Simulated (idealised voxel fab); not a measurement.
process module | voxel spacer lines
cross-section cut | 235 nm wide | cells 5 nm
A cross-section is a grid of square cells, given in bands from the top down. A band is one or more rows of cells.
Each band's line starts with the height of the band's top and of its bottom, in nm. Then come its materials from left to right, each with its width in nm. One material with "throughout" fills the band from edge to edge. "air" is empty space.
Height 0 is the level under which the wafer as received is all one material. The lowest band goes on downwards, as in "0 down".
A width such as "30 to 40" changes by the same amount from each row of cells to the next, from the band's top row to its bottom row.
"no change" after a step means that no cell of the cross-section changed.
closed voids: empty space of 8 cells or more with no open way to the top, each as width x height at its distance from the left edge, in nm
after a step's settings: what the simulator itself notes on the step
overlay nm, on a step with a mask: how far to the right of its planned place the mask lay; to the left if negative
plan
1 op RECEIVE | material Si
2 op CONFORMAL_DEP | material Al2O3 | thk nm 5
3 op DIRECTIONAL_DEP | material W | thk nm 10
4 op DIRECTIONAL_DEP | material aC | thk nm 25
5 op PATTERN | tone cover | mask id MANDREL | material resist | width nm 15 | pitch nm 60 | thk nm 35 | overlay nm 0
6 op DIRECTIONAL_ETCH | etch materials aC | depth nm 25
7 op STRIP | etch materials resist
8 op CONFORMAL_DEP | material SiO2 | thk nm 15
9 op DIRECTIONAL_ETCH | etch materials SiO2 | depth nm 15
10 op STRIP | etch materials aC
11 op DIRECTIONAL_ETCH | etch materials W | depth nm 10
12 op STRIP | etch materials SiO2
13 op FILL_DEP | material lowk | thk nm 10
14 op CMP | height nm 15
as received, after step 1
  0 down: Si throughout
  closed voids: none
first wafer at the end, as planned
  15 to 5: lowk 35 | W 15 | lowk 15 | W 15 | lowk 15 | W 15 | lowk 15 | W 15 | lowk 15 | W 15 | lowk 15 | W 15 | lowk 35
  5 to 0: Al2O3 throughout
  0 down: Si throughout
  closed voids: none
second wafer at the end: like start, like plan, one mistake
  15 to 10: lowk throughout
  10 to 0: lowk 35 | W 15 | lowk 15 | W 15 | lowk 15 | W 15 | lowk 15 | W 15 | lowk 15 | W 15 | lowk 15 | W 15 | lowk 35
  0 down: Si throughout
  closed voids: none
what went wrong: step 2 was left out
at the end the second wafer has, in cells: 47 fewer of Al2O3 | 47 more of lowk
